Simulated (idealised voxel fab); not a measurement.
Process module under the name voxel transistor to metal
Section shown: cut. Width: 195 nm. Cell size: 5 nm, square.
A cross-section is written here as square cells arranged in a grid, and it is given in bands from the top down, each band taking up one or more rows of cells.
Top, bottom (nm), then materials left to right with widths (nm); lone material tagged "full width" fills the whole band edge to edge; "air" = empty space.
Heights are measured from 0, the level below which the as-received wafer is all one material; the lowest band has no bottom and continues downward, written as in "z 0 and below".
A width given as "30..40" starts at the first number in the band's top row and ends at the second number in its bottom row, shifting by an equal amount at every step from row to row.
"remains unaltered" -> step changed no cross-section cell.
You'll see "Enclosed cavities" listing empty spaces that have no way open to the top, as long as they're 8 cells or more; the notation is width x height at distance, where the distance is from the left edge, and all of it is in nm.
Heads up: the bit after the settings on a step's line is the simulator's remark on that step.
"overlay nm" denotes, for a step that has a mask, the displacement of the mask to the right of its planned place, with negative values corresponding to the left.
-- Process steps (planned)
1: RECEIVE with material Si
2: CONFORMAL_DEP with material SiO2, thk nm 5
3: CONFORMAL_DEP with material SiN, thk nm 10
4: PATTERN with tone cover, mask id ACTIVE, material resist, width nm 110, thk nm 20, overlay nm 0
5: DIRECTIONAL_ETCH with etch materials SiN, depth nm 10
6: DIRECTIONAL_ETCH with etch materials SiO2, depth nm 5
7: DIRECTIONAL_ETCH with etch materials Si, depth nm 20
8: STRIP with etch materials resist
9: FILL_DEP with material SiO2, thk nm 5
10: CMP with height nm 15
11: SELECTIVE_ETCH with etch materials SiO2, depth nm 5
12: STRIP with etch materials SiN
13: SELECTIVE_ETCH with etch materials SiO2, depth nm 5
14: OXIDIZE with depth nm 5
15: DIRECTIONAL_DEP with material polySi, thk nm 20
16: DIRECTIONAL_DEP with material SiCN, thk nm 15
17: MASKED_ETCH with tone cover, mask id GATE, width nm 30, etch materials SiCN, depth nm 25, overlay nm 0
18: MASKED_ETCH with tone cover, mask id GATE, width nm 30, etch materials polySi, depth nm 30, overlay nm 0
19: CONFORMAL_DEP with material SiN, thk nm 5
20: DIRECTIONAL_ETCH with etch materials SiN, depth nm 5
21: DIRECTIONAL_ETCH with etch materials SiO2, depth nm 5
22: EPI with material nSi, thk nm 5
23: FILL_DEP with material SiO2, thk nm 10
24: CMP with height nm 20
25: STRIP with etch materials polySi
26: SELECTIVE_ETCH with etch materials SiO2, depth nm 5
27: CONFORMAL_DEP with material HfO2, thk nm 5
28: CONFORMAL_DEP with material TiN, thk nm 5
29: FILL_DEP with material W, thk nm 5
30: CMP with height nm 15
31: DIRECTIONAL_DEP with material SiO2, thk nm 15
32: DIRECTIONAL_DEP with material aC, thk nm 15
33: PATTERN with tone open, mask id CONTACT, material resist, width nm 15, pitch nm 75, thk nm 35, overlay nm 0
34: DIRECTIONAL_ETCH with etch materials aC, depth nm 15
35: STRIP with etch materials resist
36: DIRECTIONAL_ETCH with etch materials SiO2, depth nm 30
37: STRIP with etch materials aC
38: CONFORMAL_DEP with material TiN, thk nm 5
39: FILL_DEP with material Ru, thk nm 10
40: CMP with height nm 30
41: DIRECTIONAL_DEP with material TiN, thk nm 5
42: DIRECTIONAL_DEP with material Ru, thk nm 20
43: MASKED_ETCH with tone cover, mask id METAL_1, width nm 15, pitch nm 75, etch materials Ru, depth nm 20, overlay nm 0
44: MASKED_ETCH with tone cover, mask id METAL_1, width nm 15, pitch nm 75, etch materials TiN, depth nm 5, overlay nm 0
45: FILL_DEP with material lowk, thk nm 5
46: CMP with height nm 55
47: CONFORMAL_DEP with material SiCN, thk nm 5
48: DIRECTIONAL_DEP with material lowk, thk nm 35
49: DIRECTIONAL_DEP with material aC, thk nm 15
50: PATTERN with tone open, mask id METAL_2, material resist, width nm 15, pitch nm 75, thk nm 35, overlay nm 0
51: DIRECTIONAL_ETCH with etch materials aC, depth nm 15
52: STRIP with etch materials resist
53: DIRECTIONAL_ETCH with etch materials lowk, depth nm 20
54: STRIP with etch materials aC
55: DIRECTIONAL_DEP with material aC, thk nm 15
56: PATTERN with tone open, mask id METAL_2_HOLES, material resist, width nm 15, pitch nm 75, thk nm 35, overlay nm 0
57: DIRECTIONAL_ETCH with etch materials aC, depth nm 15
58: STRIP with etch materials resist
59: DIRECTIONAL_ETCH with etch materials lowk, depth nm 15
60: DIRECTIONAL_ETCH with etch materials SiCN, depth nm 5
61: STRIP with etch materials aC
62: CONFORMAL_DEP with material TiN, thk nm 5
63: FILL_DEP with material Ru, thk nm 5
64: CMP with height nm 95
65: CONFORMAL_DEP with material SiN, thk nm 5
-- Cross-section of the incoming wafer, state after step 1
* z 0 and below = Si full width
* Enclosed cavities: none
-- Below is the wafer in cross-section after the module was completed. It began from the starting point shown above and followed the plan shown above, except that one mistake was made while running it
* z 100 to 95 = SiN full width
* z 95 to 60 = lowk=50; TiN=5; Ru=5; TiN=5; lowk=60; TiN=5; Ru=5; TiN=5; lowk=55
* z 60 to 55 = SiCN=50; TiN=15; SiCN=60; TiN=15; SiCN=55
* z 55 to 35 = lowk=50; Ru=15; lowk=60; Ru=15; lowk=55
* z 35 to 30 = lowk=50; TiN=15; lowk=60; TiN=15; lowk=55
* z 30 to 15 = SiO2=50; TiN=5; Ru=5; TiN=5; SiO2=60; TiN=5; Ru=5; TiN=5; SiO2=55
* z 15 to 10 = SiO2=50; TiN=15; SiO2=10; SiN=5; HfO2=5; TiN=5; W=10; TiN=5; HfO2=5; SiN=5; SiO2=10; TiN=15; SiO2=55
* z 10 to 5 = SiO2=35; nSi=40; SiN=5; HfO2=5; TiN=5; W=10; TiN=5; HfO2=5; SiN=5; nSi=40; SiO2=40
* z 5 to 0 = SiO2=35; SiN=5; nSi=35; SiN=5; HfO2=5; TiN=20; HfO2=5; SiN=5; nSi=35; SiN=5; SiO2=40
* z 0 to -5 = SiO2=40; nSi=35; HfO2=40; nSi=35; SiO2=45
* z -5 to -20 = SiO2=40; Si=110; SiO2=45
* z -20 and below = Si full width
* Enclosed cavities: none
Where did the run depart from the plan? so step 22 ended up running with a different setting than we planned, it ran as EPI with material nSi, thk nm 15
